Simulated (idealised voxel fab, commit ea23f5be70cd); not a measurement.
process module | voxel self aligned vias
cross-section cut | 215 nm wide | cells 5 nm
A cross-section is a grid of square cells, given in bands from the top down. A band is one or more rows of cells.
Each band's line starts with the height of the band's top and of its bottom, in nm. Then come its materials from left to right, each with its width in nm. One material with "throughout" fills the band from edge to edge. "air" is empty space.
Height 0 is the level under which the wafer as received is all one material. The lowest band goes on downwards, as in "0 down".
A width such as "30 to 40" changes by the same amount from each row of cells to the next, from the band's top row to its bottom row.
"no change" after a step means that no cell of the cross-section changed.
closed voids: empty space of 8 cells or more with no open way to the top, each as width x height at its distance from the left edge, in nm
after a step's settings: what the simulator itself notes on the step
overlay nm, on a step with a mask: how far to the right of its planned place the mask lay; to the left if negative
plan
1 op RECEIVE | material Si
2 op CONFORMAL_DEP | material SiO2 | thk nm 10
3 op CONFORMAL_DEP | material SiCN | thk nm 5
4 op DIRECTIONAL_DEP | material lowk | thk nm 30
5 op MASKED_ETCH | tone open | mask id LINES | width nm 25 | pitch nm 50 | etch materials lowk | depth nm 30 | overlay nm 0
6 op CONFORMAL_DEP | material TiN | thk nm 5
7 op FILL_DEP | material Ru | thk nm 5
8 op CMP | height nm 45
9 op SELECTIVE_ETCH | etch materials W Ru TiN | depth nm 5
10 op FILL_DEP | material SiN | thk nm 10
11 op CMP | height nm 45
12 op DIRECTIONAL_DEP | material lowk | thk nm 15
13 op PATTERN | tone open | mask id VIAS | material resist | width nm 35 | thk nm 15 | overlay nm 0
14 op DIRECTIONAL_ETCH | etch materials lowk | depth nm 15
15 op DIRECTIONAL_ETCH | etch materials SiN | depth nm 5
16 op STRIP | etch materials resist
17 op CONFORMAL_DEP | material TiN | thk nm 5
18 op FILL_DEP | material Cu | thk nm 10
19 op CMP | height nm 60
20 op CONFORMAL_DEP | material SiCN | thk nm 5
as received, after step 1
  0 down: Si throughout
  closed voids: none
a wafer at the end: this start, this plan, one mistake
  80 to 75: SiCN throughout
  75 to 65: Cu throughout
  65 to 60: TiN 70 | Cu 25 | TiN 120
  60 to 50: lowk 65 | TiN 5 | Cu 25 | TiN 5 | lowk 115
  50 to 45: lowk 65 | TiN 10 | Cu 15 | TiN 10 | lowk 115
  45 to 40: lowk 70 | TiN 25 | lowk 25 | SiN 25 | lowk 70
  40 to 20: lowk 70 | TiN 5 | Ru 15 | TiN 5 | lowk 25 | TiN 5 | Ru 15 | TiN 5 | lowk 70
  20 to 15: lowk 70 | TiN 25 | lowk 25 | TiN 25 | lowk 70
  15 to 10: SiCN throughout
  10 to 0: SiO2 throughout
  0 down: Si throughout
  closed voids: none
what went wrong: step 19 was left out
